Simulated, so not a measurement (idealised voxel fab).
process module | voxel capacitor over wiring
cross-section cut | 245 nm wide | cells 5 nm
A cross-section is a grid of square cells, given in bands from the top down. A band is one or more rows of cells.
Each band's line starts with the height of the band's top and of its bottom, in nm. Then come its materials from left to right, each with its width in nm. One material with "throughout" fills the band from edge to edge. "air" is empty space.
Height 0 is the level under which the wafer as received is all one material. The lowest band goes on downwards, as in "0 down".
A width such as "30 to 40" changes by the same amount from each row of cells to the next, from the band's top row to its bottom row.
"no change" after a step means that no cell of the cross-section changed.
closed voids: empty space of 8 cells or more with no open way to the top, each as width x height at its distance from the left edge, in nm
after a step's settings: what the simulator itself notes on the step
overlay nm, on a step with a mask: how far to the right of its planned place the mask lay; to the left if negative
Each pair below shows a cross-section before one step and the cross-section after it, down to the lowest band that changed. The line under each pair gives the step between them, with its settings. The pairs can come from different runs of this module on the same starting wafer, so a pair continues from the pair above only where its "before" says so.
before
  90 to 75: SiO2 throughout
  75 to 70: SiO2 75 | TiN 65 | SiO2 105
  70 to 65: SiO2 75 | SiN 65 | SiO2 105
  65 to 60: SiO2 70 | TiN 75 | SiO2 100
  60 to 40: SiO2 75 | TiN 5 | Ru 5 | TiN 5 | SiO2 155
  40 to 35: SiCN 75 | TiN 15 | SiCN 155
  35 to 20: SiO2 65 | Ru 25 | SiO2 60 | Ru 25 | SiO2 70
  20 to 15: SiO2 65 | TiN 25 | SiO2 60 | TiN 25 | SiO2 70
  15 to 0: SiO2 throughout
  0 down: Si throughout
  closed voids: none
after
  90 to 75: SiO2 85 | air 20 | SiO2 140
  below 75: unchanged
  closed voids: none
the step between: op MASKED_ETCH | tone open | mask id PLUG_2 | width nm 20 | etch materials SiO2 | depth nm 15 | overlay nm 0
before: the cross-section after the pair above
after
  95 to 90: TiN 90 | air 10 | TiN 145
  90 to 80: SiO2 85 | TiN 5 | air 10 | TiN 5 | SiO2 140
  80 to 70: SiO2 85 to 75 | TiN 20 to 65 | SiO2 140 to 105
  below 70: unchanged
  closed voids: none
the step between: op CONFORMAL_DEP | material TiN | thk nm 5
before: the cross-section after the pair above
after
  100 to 95: Cu throughout
  95 to 90: TiN 90 | Cu 10 | TiN 145
  90 to 80: SiO2 85 | TiN 5 | Cu 10 | TiN 5 | SiO2 140
  below 80: unchanged
  closed voids: none
the step between: op FILL_DEP | material Cu | thk nm 5
before: the cross-section after the pair above
after
  90 to 80: SiO2 85 | TiN 5 | Cu 10 | TiN 5 | SiO2 140
  below 80: unchanged
  closed voids: none
the step between: op CMP | height nm 90
before: the cross-section after the pair above
after
  95 to 90: SiN throughout
  below 90: unchanged
  closed voids: none
the step between: op CONFORMAL_DEP | material SiN | thk nm 5
before
  75 to 70: TiN throughout
  70 to 65: SiN throughout
  65 to 60: TiN throughout
  60 to 40: SiO2 75 | TiN 5 | Ru 5 | TiN 5 | SiO2 155
  40 to 35: SiCN 75 | TiN 15 | SiCN 155
  35 to 20: SiO2 65 | Ru 25 | SiO2 60 | Ru 25 | SiO2 70
  20 to 15: SiO2 65 | TiN 25 | SiO2 60 | TiN 25 | SiO2 70
  15 to 0: SiO2 throughout
  0 down: Si throughout
  closed voids: none
after
  90 to 75: air 65 | resist 65 | air 115
  below 75: unchanged
  closed voids: none
the step between: op PATTERN | tone cover | mask id UPPER_PLATE | material resist | width nm 65 | thk nm 15 | overlay nm -10
before: the cross-section after the pair above
after
  90 to 75: air 65 | resist 65 | air 115
  75 to 70: air 65 | TiN 65 | air 115
  below 70: unchanged
  closed voids: none
the step between: op DIRECTIONAL_ETCH | etch materials TiN | depth nm 5
before: the cross-section after the pair above
after
  90 to 75: air 65 | resist 65 | air 115
  75 to 70: air 65 | TiN 65 | air 115
  70 to 65: air 65 | SiN 65 | air 115
  below 65: unchanged
  closed voids: none
the step between: op DIRECTIONAL_ETCH | etch materials SiN | depth nm 5
before: the cross-section after the pair above
after
  75 to 70: air 65 | TiN 65 | air 115
  below 70: unchanged
  closed voids: none
the step between: op STRIP | etch materials resist
before: the cross-section after the pair above
after
  75 to 70: air 70 | TiN 60 | air 115
  70 to 65: air 65 | SiN 65 | air 115
  65 to 60: air 65 | TiN 80 | air 100
  below 60: unchanged
  closed voids: none
the step between: op MASKED_ETCH | tone cover | mask id LOWER_PLATE | width nm 75 | etch materials TiN | depth nm 5 | overlay nm 0
before: the cross-section after the pair above
after
  95 to 75: SiO2 throughout
  75 to 70: SiO2 70 | TiN 60 | SiO2 115
  70 to 65: SiO2 65 | SiN 65 | SiO2 115
  65 to 60: SiO2 65 | TiN 80 | SiO2 100
  below 60: unchanged
  closed voids: none
the step between: op FILL_DEP | material SiO2 | thk nm 20
before: the cross-section after the pair above
after
  90 to 75: SiO2 throughout
  below 75: unchanged
  closed voids: none
the step between: op CMP | height nm 90
before: the cross-section after the pair above
after
  90 to 75: SiO2 85 | air 15 | SiO2 145
  below 75: unchanged
  closed voids: none
the step between: op MASKED_ETCH | tone open | mask id PLUG_2 | width nm 15 | etch materials SiO2 | depth nm 15 | overlay nm 0
before: the cross-section after the pair above
after
  95 to 90: TiN 90 | air 5 | TiN 150
  90 to 80: SiO2 85 | TiN 5 | air 5 | TiN 5 | SiO2 145
  80 to 70: SiO2 85 to 70 | TiN 15 to 60 | SiO2 145 to 115
  below 70: unchanged
  closed voids: none
the step between: op CONFORMAL_DEP | material TiN | thk nm 5
before: the cross-section after the pair above
after
  100 to 95: Cu throughout
  95 to 90: TiN 90 | Cu 5 | TiN 150
  90 to 80: SiO2 85 | TiN 5 | Cu 5 | TiN 5 | SiO2 145
  below 80: unchanged
  closed voids: none
the step between: op FILL_DEP | material Cu | thk nm 5
before: the cross-section after the pair above
after
  90 to 80: SiO2 85 | TiN 5 | Cu 5 | TiN 5 | SiO2 145
  below 80: unchanged
  closed voids: none
the step between: op CMP | height nm 90
before: the cross-section after the pair above
after
  95 to 90: SiN throughout
  below 90: unchanged
  closed voids: none
the step between: op CONFORMAL_DEP | material SiN | thk nm 5
before
  40 to 35: SiCN throughout
  35 to 20: SiO2 65 | Ru 25 | SiO2 60 | Ru 25 | SiO2 70
  20 to 15: SiO2 65 | TiN 25 | SiO2 60 | TiN 25 | SiO2 70
  15 to 0: SiO2 throughout
  0 down: Si throughout
  closed voids: none
after
  60 to 40: TiN throughout
  below 40: unchanged
  closed voids: none
the step between: op DIRECTIONAL_DEP | material TiN | thk nm 20
before: the cross-section after the pair above
after
  80 to 60: resist 75 | air 15 | resist 155
  below 60: unchanged
  closed voids: none
the step between: op PATTERN | tone open | mask id PLUG_1 | material resist | width nm 15 | thk nm 20 | overlay nm 0
before: the cross-section after the pair above
after
  60 to 40: TiN throughout
  below 40: unchanged
  closed voids: none
the step between: op STRIP | etch materials resist
before: the cross-section after the pair above
after
  65 to 40: TiN throughout
  below 40: unchanged
  closed voids: none
the step between: op CONFORMAL_DEP | material TiN | thk nm 5
before: the cross-section after the pair above
after
  70 to 65: Ru throughout
  below 65: unchanged
  closed voids: none
the step between: op FILL_DEP | material Ru | thk nm 5
before: the cross-section after the pair above
after
  60 to 40: TiN throughout
  below 40: unchanged
  closed voids: none
the step between: op CMP | height nm 60
before: the cross-section after the pair above
after
  65 to 40: TiN throughout
  below 40: unchanged
  closed voids: none
the step between: op DIRECTIONAL_DEP | material TiN | thk nm 5
before: the cross-section after the pair above
after
  70 to 65: SiN throughout
  below 65: unchanged
  closed voids: none
the step between: op DIRECTIONAL_DEP | material SiN | thk nm 5
before: the cross-section after the pair above
after
  75 to 70: TiN throughout
  below 70: unchanged
  closed voids: none
the step between: op DIRECTIONAL_DEP | material TiN | thk nm 5
before: the cross-section after the pair above
after
  90 to 75: air 75 | resist 65 | air 105
  below 75: unchanged
  closed voids: none
the step between: op PATTERN | tone cover | mask id UPPER_PLATE | material resist | width nm 65 | thk nm 15 | overlay nm 0
before: the cross-section after the pair above
after
  90 to 75: air 75 | resist 65 | air 105
  75 to 70: air 75 | TiN 65 | air 105
  below 70: unchanged
  closed voids: none
the step between: op DIRECTIONAL_ETCH | etch materials TiN | depth nm 5
before: the cross-section after the pair above
after
  90 to 75: air 75 | resist 65 | air 105
  75 to 70: air 75 | TiN 65 | air 105
  70 to 65: air 75 | SiN 65 | air 105
  below 65: unchanged
  closed voids: none
the step between: op DIRECTIONAL_ETCH | etch materials SiN | depth nm 5
before: the cross-section after the pair above
after
  75 to 70: air 75 | TiN 65 | air 105
  below 70: unchanged
  closed voids: none
the step between: op STRIP | etch materials resist
before: the cross-section after the pair above
after
  75 to 70: air 75 | TiN 65 | air 105
  70 to 65: air 75 | SiN 65 | air 105
  65 to 60: air 70 | TiN 75 | air 100
  below 60: unchanged
  closed voids: none
the step between: op MASKED_ETCH | tone cover | mask id LOWER_PLATE | width nm 75 | etch materials TiN | depth nm 5 | overlay nm 0
before: the cross-section after the pair above
after
  95 to 75: SiO2 throughout
  75 to 70: SiO2 75 | TiN 65 | SiO2 105
  70 to 65: SiO2 75 | SiN 65 | SiO2 105
  65 to 60: SiO2 70 | TiN 75 | SiO2 100
  below 60: unchanged
  closed voids: none
the step between: op FILL_DEP | material SiO2 | thk nm 20
before: the cross-section after the pair above
after
  90 to 75: SiO2 throughout
  below 75: unchanged
  closed voids: none
the step between: op CMP | height nm 90
before: the cross-section after the pair above
after
  90 to 75: SiO2 85 | air 15 | SiO2 145
  below 75: unchanged
  closed voids: none
the step between: op MASKED_ETCH | tone open | mask id PLUG_2 | width nm 15 | etch materials SiO2 | depth nm 15 | overlay nm 0
before: the cross-section after the pair above
after
  95 to 90: TiN 90 | air 5 | TiN 150
  90 to 80: SiO2 85 | TiN 5 | air 5 | TiN 5 | SiO2 145
  80 to 70: SiO2 85 to 75 | TiN 15 to 65 | SiO2 145 to 105
  below 70: unchanged
  closed voids: none
the step between: op CONFORMAL_DEP | material TiN | thk nm 5
before: the cross-section after the pair above
after
  100 to 95: Cu throughout
  95 to 90: TiN 90 | Cu 5 | TiN 150
  90 to 80: SiO2 85 | TiN 5 | Cu 5 | TiN 5 | SiO2 145
  below 80: unchanged
  closed voids: none
the step between: op FILL_DEP | material Cu | thk nm 5
before: the cross-section after the pair above
after
  90 to 80: SiO2 85 | TiN 5 | Cu 5 | TiN 5 | SiO2 145
  below 80: unchanged
  closed voids: none
the step between: op CMP | height nm 90
before: the cross-section after the pair above
after
  95 to 90: SiN throughout
  below 90: unchanged
  closed voids: none
the step between: op CONFORMAL_DEP | material SiN | thk nm 5
before
  75 to 70: TiN throughout
  70 to 65: SiN throughout
  65 to 60: TiN throughout
  60 to 40: SiO2 75 | TiN 5 | Ru 5 | TiN 5 | SiO2 155
  40 to 35: SiCN 75 | TiN 15 | SiCN 155
  35 to 20: SiO2 65 | Ru 25 | SiO2 60 | Ru 25 | SiO2 70
  20 to 15: SiO2 65 | TiN 25 | SiO2 60 | TiN 25 | SiO2 70
  15 to 0: SiO2 throughout
  0 down: Si throughout
  closed voids: none
after
  90 to 75: resist 75 | air 65 | resist 105
  below 75: unchanged
  closed voids: none
the step between: op PATTERN | tone open | mask id UPPER_PLATE | material resist | width nm 65 | thk nm 15 | overlay nm 0
before: the cross-section after the pair above
after
  90 to 75: resist 75 | air 65 | resist 105
  75 to 70: TiN 75 | air 65 | TiN 105
  below 70: unchanged
  closed voids: none
the step between: op DIRECTIONAL_ETCH | etch materials TiN | depth nm 5
before: the cross-section after the pair above
after
  90 to 75: resist 75 | air 65 | resist 105
  75 to 70: TiN 75 | air 65 | TiN 105
  70 to 65: SiN 75 | air 65 | SiN 105
  below 65: unchanged
  closed voids: none
the step between: op DIRECTIONAL_ETCH | etch materials SiN | depth nm 5
before: the cross-section after the pair above
after
  75 to 70: TiN 75 | air 65 | TiN 105
  below 70: unchanged
  closed voids: none
the step between: op STRIP | etch materials resist
before: the cross-section after the pair above
after
  75 to 70: air 70 | TiN 5 | air 65 | TiN 5 | air 100
  below 70: unchanged
  closed voids: none
the step between: op MASKED_ETCH | tone cover | mask id LOWER_PLATE | width nm 75 | etch materials TiN | depth nm 5 | overlay nm 0
before: the cross-section after the pair above
after
  95 to 75: SiO2 throughout
  75 to 70: SiO2 70 | TiN 5 | SiO2 65 | TiN 5 | SiO2 100
  70 to 65: SiN 75 | SiO2 65 | SiN 105
  below 65: unchanged
  closed voids: none
the step between: op FILL_DEP | material SiO2 | thk nm 20
before: the cross-section after the pair above
after
  90 to 75: SiO2 throughout
  below 75: unchanged
  closed voids: none
the step between: op CMP | height nm 90
before: the cross-section after the pair above
after
  90 to 75: SiO2 85 | air 15 | SiO2 145
  below 75: unchanged
  closed voids: none
the step between: op MASKED_ETCH | tone open | mask id PLUG_2 | width nm 15 | etch materials SiO2 | depth nm 15 | overlay nm 0
before: the cross-section after the pair above
after
  95 to 90: TiN 90 | air 5 | TiN 150
  90 to 80: SiO2 85 | TiN 5 | air 5 | TiN 5 | SiO2 145
  80 to 75: SiO2 85 | TiN 15 | SiO2 145
  below 75: unchanged
  closed voids: none
the step between: op CONFORMAL_DEP | material TiN | thk nm 5
before: the cross-section after the pair above
after
  100 to 95: Cu throughout
  95 to 90: TiN 90 | Cu 5 | TiN 150
  90 to 80: SiO2 85 | TiN 5 | Cu 5 | TiN 5 | SiO2 145
  below 80: unchanged
  closed voids: none
the step between: op FILL_DEP | material Cu | thk nm 5
before: the cross-section after the pair above
after
  90 to 80: SiO2 85 | TiN 5 | Cu 5 | TiN 5 | SiO2 145
  below 80: unchanged
  closed voids: none
the step between: op CMP | height nm 90
before: the cross-section after the pair above
after
  95 to 90: SiN throughout
  below 90: unchanged
  closed voids: none
the step between: op CONFORMAL_DEP | material SiN | thk nm 5
